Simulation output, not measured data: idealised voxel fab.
voxel air gaps: a process module
In the cross-section labelled cut, the width is 300 nm and each square cell is 5 nm.
We lay out every cross-section as a grid of square cells and spell it out in bands from the top down, where one band means one or more rows of cells.
Heads up on the band format: heights come first, top then bottom, in nm. After that it's the materials left to right, each with its width in nm. A single material flagged "all across" fills the whole band edge to edge, and "air" means there's empty space there.
Beneath 0, the wafer as received is one material, and that level is where height counting begins. The lowest band goes on downward without a bottom; it is written like "0 and below".
Width "30..40": first value at the band's top row of cells, second value at its bottom row, equal change from row to row.
Step marked "identical to before"? Then no cell in the cross-section changed in it.
The entry titled "Completely sealed voids" provides the empty spaces that have no open way to the top, restricted to those of 8 cells or more. Each is presented as width x height at distance, the distance being measured from the left edge, with all three in nm.
Read whatever lies past the settings on a step's line as the simulator's own remark about the step.
overlay nm: right-of-plan distance of the mask on a masked step; negative values mean left-of-plan.
### Process steps foreseen in the plan
- 1: RECEIVE,material Si
- 2: CONFORMAL_DEP,material SiO2,thk nm 15
- 3: CONFORMAL_DEP,material SiN,thk nm 5
- 4: DIRECTIONAL_DEP,material lowk,thk nm 30
- 5: MASKED_ETCH,tone open,mask id LINES,width nm 25,pitch nm 55,etch materials lowk,depth nm 30,overlay nm 0
- 6: CONFORMAL_DEP,material TiN,thk nm 5
- 7: FILL_DEP,material Ru,thk nm 5
- 8: CMP,height nm 50
- 9: EPI,material Ru,thk nm 10
- 10: SELECTIVE_ETCH,etch materials lowk,depth nm 40
- 11: CONFORMAL_DEP,material SiN,thk nm 5
### Cross-section of the incoming wafer, state after step 1
* 0 and below: Si all across
* Completely sealed voids: none
### End-of-module XS, first of two wafers, run as planned
* 65 down to 60: 65 air  165 SiN  70 air
* 60 down to 50: 65 air  5 SiN  45 Ru  10 SiN  45 Ru  10 SiN  45 Ru  5 SiN  70 air
* 50 down to 45: 65 air  15 SiN  5 TiN  15 Ru  5 TiN  30 SiN  5 TiN  15 Ru  5 TiN  30 SiN  5 TiN  15 Ru  5 TiN  15 SiN  70 air
* 45 down to 25: 75 air  5 SiN  5 TiN  15 Ru  5 TiN  5 SiN  20 air  5 SiN  5 TiN  15 Ru  5 TiN  5 SiN  20 air  5 SiN  5 TiN  15 Ru  5 TiN  5 SiN  80 air
* 25 down to 20: 80 SiN  25 TiN  30 SiN  25 TiN  30 SiN  25 TiN  85 SiN
* 20 down to 15: SiN all across
* 15 down to 0: SiO2 all across
* 0 and below: Si all across
* Completely sealed voids: 20 x 20 at 110; 20 x 20 at 165
### Here is the second of the two wafers cut open at the end of the module - same start, same plan as the first one, but we made one mistake running it
* 65 down to 60: SiN all across
* 60 down to 50: Ru all across
* 50 down to 45: 85 TiN  15 Ru  40 TiN  15 Ru  40 TiN  15 Ru  90 TiN
* 45 down to 20: 80 lowk  5 TiN  15 Ru  5 TiN  30 lowk  5 TiN  15 Ru  5 TiN  30 lowk  5 TiN  15 Ru  5 TiN  85 lowk
* 20 down to 15: 80 lowk  25 TiN  30 lowk  25 TiN  30 lowk  25 TiN  85 lowk
* 15 down to 0: SiO2 all across
* 0 and below: Si all across
* Completely sealed voids: none
Want to know what went wrong? plan step 3 never ran because it was skipped
The final cell counts differ between the wafers, with the second having more or fewer of some materials than the first: Ru +75 | SiN -132 | TiN +51 | lowk +270
Wafer, first: 2 closed voids at end. Wafer, second: 0.
